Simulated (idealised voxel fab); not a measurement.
A process module follows: voxel ribs on slabs.
Section cut is 290 nm wide and gridded with 5 nm square cells.
This document writes a cross-section as a grid whose cells are square, and gives it as bands, listed from the top down; one or more rows of cells form a band. For a band, the entry starts with two heights in nm, that of the top and then that of the bottom, and carries on with the band's materials in order from left to right, each alongside its width in nm; the word "full width" beside a single material means it fills the band edge to edge, and "empty" means empty space. Heights are measured from 0, the level below which the as-received wafer is all one material; the lowest band has no bottom and continues downward, written as in "0 and below". You'd read "30 to 40" like this: the band's top row of cells is as wide as the first number, its bottom row is as wide as the second, and going down, every row changes width by the same amount as the row before did. For the purposes of this document, the phrase "remained unchanged" attached to a step denotes that no cell within the cross-section was modified by that step. In the "Closed internal cavities" entry, you get each enclosed empty space of 8 cells or more, one with no open way to the top, written width x height at distance, distance from the left edge, in nm. after a step's settings: what the simulator itself notes on the step. overlay nm: for a step with a mask, the amount by which the mask lay right of where it was planned; a negative amount means left of it.

PLAN
1: RECEIVE with material Si
2: DIRECTIONAL_DEP with material SiO2, thk nm 25
3: DIRECTIONAL_DEP with material polySi, thk nm 25
4: PATTERN with tone cover, mask id RIB, material resist, width nm 30, thk nm 20, overlay nm 0
5: DIRECTIONAL_ETCH with etch materials polySi, depth nm 10
6: STRIP with etch materials resist
7: MASKED_ETCH with tone cover, mask id SLAB, width nm 90, etch materials polySi, depth nm 15, overlay nm 0
8: FILL_DEP with material SiO2, thk nm 25
9: CMP with height nm 70
10: DIRECTIONAL_DEP with material TiN, thk nm 5
11: MASKED_ETCH with tone cover, mask id HEATER, width nm 40, etch materials TiN, depth nm 5, overlay nm -15
12: CONFORMAL_DEP with material SiO2, thk nm 5
The value of overlay nm given for step 11 in the plan refers to the first wafer; the wafers vary in this setting and are alike at the start.

CROSS-SECTION OF THE FIRST OF SEVERAL RECEIVED WAFERS, SHOWING ITS STATE AFTER STEP 1
0 and below | Si full width
Closed internal cavities: none

BELOW IS A PER-WAFER TABLE. IN IT, EACH ROW DESCRIBES THE WAFER AT THE END OF THE MODULE BY GIVING, FOR EACH MATERIAL, THE NUMBER OF CELLS GAINED (+) OR LOST (-) SINCE THE WAFER WAS RECEIVED, AND AFTER THAT THE CLOSED VOIDS OF THE WAFER
overlay nm -15, +806 SiO2, +8 TiN, +66 polySi, Closed internal cavities: none
overlay nm -10, +806 SiO2, +8 TiN, +66 polySi, Closed internal cavities: none
overlay nm -5, +806 SiO2, +8 TiN, +66 polySi, Closed internal cavities: none
overlay nm 0, +806 SiO2, +8 TiN, +66 polySi, Closed internal cavities: none
overlay nm 5, +806 SiO2, +8 TiN, +66 polySi, Closed internal cavities: none
overlay nm 10, +806 SiO2, +8 TiN, +66 polySi, Closed internal cavities: none
overlay nm 15, +806 SiO2, +8 TiN, +66 polySi, Closed internal cavities: none
